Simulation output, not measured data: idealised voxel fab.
The name of this process module is voxel released beams.
Square cell edge 5 nm, section width 165 nm, ID cut.
Square cells in a grid make up a cross-section in this document, and the grid is given as bands, listed from the top down, each one or more rows of cells. Read a band's entry like this: the first values are the height of its top and the height of its bottom in nm, and what follows is the sequence of materials from left to right, each with its width in nm. Note that "air" is empty space, and that a single material marked "all across" reaches across the band from edge to edge. Heads up on the height convention: 0 is the point under which the incoming wafer is all one material, and the lowest band has no bottom, it just keeps going down, like "0..down". The notation "30->40" denotes a width that varies across the rows of cells in the band, beginning at the first number in the top row, finishing at the second number in the bottom row, and changing by an identical amount from each row to the next. Where the words "identical to before" appear for a step, the cross-section shows no cell changed by that step; every cell remained as before. Basically, "Unvented cavities" tells you about the enclosed voids: empty spaces with no open way to the top, 8 cells or bigger, each written width x height at distance, where distance is from the left edge, all in nm. On a step's line, text after the settings is the simulator commenting on that step. "overlay nm" denotes, for a step that has a mask, the displacement of the mask to the right of its planned place, with negative values corresponding to the left.

BELOW IS THE LIST OF PLANNED PROCESS STEPS
1. RECEIVE (material Si)
2. CONFORMAL_DEP (material SiN; thk nm 10)
3. DIRECTIONAL_DEP (material SiO2; thk nm 20)
4. DIRECTIONAL_DEP (material aC; thk nm 15)
5. PATTERN (tone open; mask id ANCHOR; material resist; width nm 35; thk nm 30; overlay nm 0)
6. DIRECTIONAL_ETCH (etch materials aC; depth nm 15)
7. STRIP (etch materials resist)
8. DIRECTIONAL_ETCH (etch materials SiO2; depth nm 20)
9. STRIP (etch materials aC)
10. CONFORMAL_DEP (material polySi; thk nm 15)
11. DIRECTIONAL_DEP (material aC; thk nm 15)
12. PATTERN (tone cover; mask id BEAM; material resist; width nm 95; thk nm 35; overlay nm 0)
13. DIRECTIONAL_ETCH (etch materials aC; depth nm 15)
14. STRIP (etch materials resist)
15. DIRECTIONAL_ETCH (etch materials polySi; depth nm 15)
16. STRIP (etch materials aC)
17. STRIP (etch materials SiO2)

THE CROSS-SECTION HERE SHOWS THE WAFER AS RECEIVED, I.E. IN ITS STATE AFTER STEP 1
  0..down = Si all across
  Unvented cavities: none

THE CROSS-SECTION SHOWN CORRESPONDS TO THE WAFER AT THE CONCLUSION OF THE MODULE. THE INITIAL STRUCTURE AND THE PROCESS PLAN ARE THOSE PRESENTED ABOVE; HOWEVER, ONE MISTAKE OCCURRED IN EXECUTING THE PLAN
  45..30 = air: 30 | polySi: 55 | air: 80
  30..25 = air: 20 | polySi: 15 | SiO2: 35 | polySi: 15 | air: 80
  25..10 = air: 20 | polySi: 15 | SiO2: 35 | polySi: 55 | air: 40
  10..0 = SiN all across
  0..down = Si all across
  Unvented cavities: none
The plan and the run diverged here: it should be noted that step 5 was executed with settings other than those planned, the operation and settings actually applied being PATTERN (tone cover; mask id ANCHOR; material resist; width nm 35; thk nm 30; overlay nm 0)
